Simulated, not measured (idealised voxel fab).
Herein follows the process module entitled voxel self aligned contacts.
Section cut is 255 nm wide and gridded with 5 nm square cells.
Cross-section = grid of square cells, listed top down in bands; band = one or more rows.
In this notation a band is specified by the heights of its top and bottom, in that order and in nm, after which its materials appear from left to right, each paired with its width in nm. The word "throughout" attached to a single material means that material fills the band from edge to edge; the word "blank" stands for empty space.
Convention: height 0 is the level below which the wafer, as received, is all one material. The lowest band does not terminate at the bottom but continues downward, represented as "0 nm and below".
Width "30->40": first value at the band's top row of cells, second value at its bottom row, equal change from row to row.
Where a step carries "same as before", the cross-section came out of it unchanged, cell for cell.
What "Sealed internal voids" gives you is every empty space of 8 cells or more that is cut off from the top. Each appears as width x height at distance, with the distance taken from the left edge and width, height and distance all in nm.
Post-settings text on a step line: simulator's own remark regarding the step.
A step's line can hold "overlay nm"; with a mask on that step, the setting says how far right of the planned place the mask lay, while a negative setting says it lay to the left.
# plan
1. RECEIVE (material Si)
2. CONFORMAL_DEP (material SiO2; thk nm 5)
3. DIRECTIONAL_DEP (material polySi; thk nm 25)
4. DIRECTIONAL_DEP (material SiN; thk nm 25)
5. MASKED_ETCH (tone cover; mask id GATE; width nm 30; pitch nm 70; etch materials SiN; depth nm 25; overlay nm 0)
6. MASKED_ETCH (tone cover; mask id GATE; width nm 30; pitch nm 70; etch materials polySi; depth nm 25; overlay nm 0)
7. CONFORMAL_DEP (material SiN; thk nm 10)
8. DIRECTIONAL_ETCH (etch materials SiN; depth nm 10)
9. FILL_DEP (material SiO2; thk nm 10)
10. CMP (height nm 60)
11. DIRECTIONAL_DEP (material aC; thk nm 15)
12. PATTERN (tone open; mask id CONTACT; material resist; width nm 50; thk nm 30; overlay nm 0)
13. DIRECTIONAL_ETCH (etch materials aC; depth nm 15)
14. STRIP (etch materials resist)
15. DIRECTIONAL_ETCH (etch materials SiO2; depth nm 60)
16. STRIP (etch materials aC)
17. CONFORMAL_DEP (material TiN; thk nm 5)
18. FILL_DEP (material Ru; thk nm 5)
19. CMP (height nm 60)
20. CONFORMAL_DEP (material SiCN; thk nm 5)
# Cross-section of the wafer at receipt, which is the condition after step 1
0 nm and below | Si throughout
Sealed internal voids: none
# Starting structure and process plan are as shown above, but one mistake was made in running the module; the wafer cross-section at the end of the module follows
65 nm to 60 nm | SiCN throughout
60 nm to 55 nm | SiO2 (100)  TiN (20)  Ru (10)  TiN (20)  SiO2 (105)
55 nm to 35 nm | SiO2 (65)  SiN (50)  TiN (5)  Ru (10)  TiN (5)  SiN (50)  SiO2 (70)
35 nm to 30 nm | SiO2 (65)  SiN (50)  TiN (5)  Ru (5)  TiN (10)  SiN (50)  SiO2 (70)
30 nm to 5 nm | SiO2 (60)  SiN (10)  polySi (35)  SiN (10)  TiN (5)  Ru (5)  TiN (5)  SiN (10)  polySi (35)  SiN (10)  SiO2 (70)
5 nm to 0 nm | SiO2 (115)  TiN (15)  SiO2 (125)
0 nm and below | Si throughout
Sealed internal voids: none
The plan and the run diverged here: step 6: run off-plan, actual operation and settings MASKED_ETCH (tone cover; mask id GATE; width nm 30; pitch nm 70; etch materials polySi; depth nm 25; overlay nm -5)
